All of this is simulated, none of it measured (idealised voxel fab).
Proc. module: voxel released beams
Square cell edge 5 nm, section width 220 nm, ID cut.
A cross-section is a grid of square cells, given in bands from the top down. A band is one or more rows of cells. In this notation a band is specified by the heights of its top and bottom, in that order and in nm, after which its materials appear from left to right, each paired with its width in nm. The word "everywhere" attached to a single material means that material fills the band from edge to edge; the word "empty" stands for empty space. Heights are expressed relative to 0, this being the level below which the as-received wafer comprises one material exclusively. The lowest band is unbounded in the downward direction and is denoted as in "from 0 down". Width spec "30..40" -> top row of cells at first value, bottom row at second value, equal per-row change in between. Any step labelled "no alteration" changed none of the cells in the cross-section. The list in "Encapsulated voids" covers empty spaces of 8 cells or more that cannot reach the top through any open way, and it gives each as width x height at distance; the distance is from the left edge, and width, height and distance are in nm. That trailing text on a step's line, after the settings, is the simulator's own remark on the step. For masked steps, "overlay nm" on the step line gives how far right of plan the mask actually lay; a minus sign means it lay to the left.
## plan
1. RECEIVE, material Si
2. CONFORMAL_DEP, material SiN, thk nm 5
3. DIRECTIONAL_DEP, material SiO2, thk nm 10
4. MASKED_ETCH, tone open, mask id ANCHOR, width nm 35, etch materials SiO2, depth nm 10, overlay nm 0
5. CONFORMAL_DEP, material W, thk nm 10
6. MASKED_ETCH, tone cover, mask id BEAM, width nm 120, etch materials W, depth nm 10, overlay nm 0
7. STRIP, etch materials SiO2
## First wafer, two in total, run as planned
## Cross-section of the wafer upon arrival, representing the state reached after step 1
	from 0 down | Si everywhere
	Encapsulated voids: none
## Upon completion of step 2, the wafer appears in cross-section as shown
	from 5 to 0 | SiN everywhere
	Heights below 0 show no change.
## Upon completion of step 3, the wafer appears in cross-section as shown
	from 15 to 5 | SiO2 everywhere
	Heights below 5 show no change.
## Upon completion of step 4, the wafer appears in cross-section as shown
	from 15 to 5 | 50 SiO2, 35 empty, 135 SiO2
	Heights below 5 show no change.
## Upon completion of step 5, the wafer appears in cross-section as shown
	from 25 to 15 | 60 W, 15 empty, 145 W
	from 15 to 5 | 50 SiO2, 35 W, 135 SiO2
	Heights below 5 show no change.
## Upon completion of step 6, the wafer appears in cross-section as shown
	from 25 to 15 | 45 empty, 15 W, 15 empty, 90 W, 55 empty
	Heights below 15 show no change.
## Upon completion of step 7, the wafer appears in cross-section as shown
	from 25 to 15 | 45 empty, 15 W, 15 empty, 90 W, 55 empty
	from 15 to 5 | 50 empty, 35 W, 135 empty
	Heights below 5 show no change.
## The second wafer: identical to the first at the outset and in its planned sequence, differing only in that one mistake was made during processing; up to and including step 1, its path is the first wafer's path
Look at the second wafer in cross-section at the time step 2 ought to have finished: no alteration
## Look at the second wafer in cross-section at the time step 3 ought to have finished
	from 10 to 0 | SiO2 everywhere
	Heights below 0 show no change.
## Look at the second wafer in cross-section at the time step 4 ought to have finished
	from 10 to 0 | 50 SiO2, 35 empty, 135 SiO2
	Heights below 0 show no change.
## Look at the second wafer in cross-section at the time step 5 ought to have finished
	from 20 to 10 | 60 W, 15 empty, 145 W
	from 10 to 0 | 50 SiO2, 35 W, 135 SiO2
	Heights below 0 show no change.
## Look at the second wafer in cross-section at the time step 6 ought to have finished
	from 20 to 10 | 45 empty, 15 W, 15 empty, 90 W, 55 empty
	Heights below 10 show no change.
## Look at the second wafer in cross-section at the time step 7 ought to have finished
	from 20 to 10 | 45 empty, 15 W, 15 empty, 90 W, 55 empty
	from 10 to 0 | 50 empty, 35 W, 135 empty
	Heights below 0 show no change.
Short version of what went wrong: skipped: plan step 2 (never run)
Count the cells at the end and the second wafer has more or fewer of some materials than the first: 44 fewer of SiN
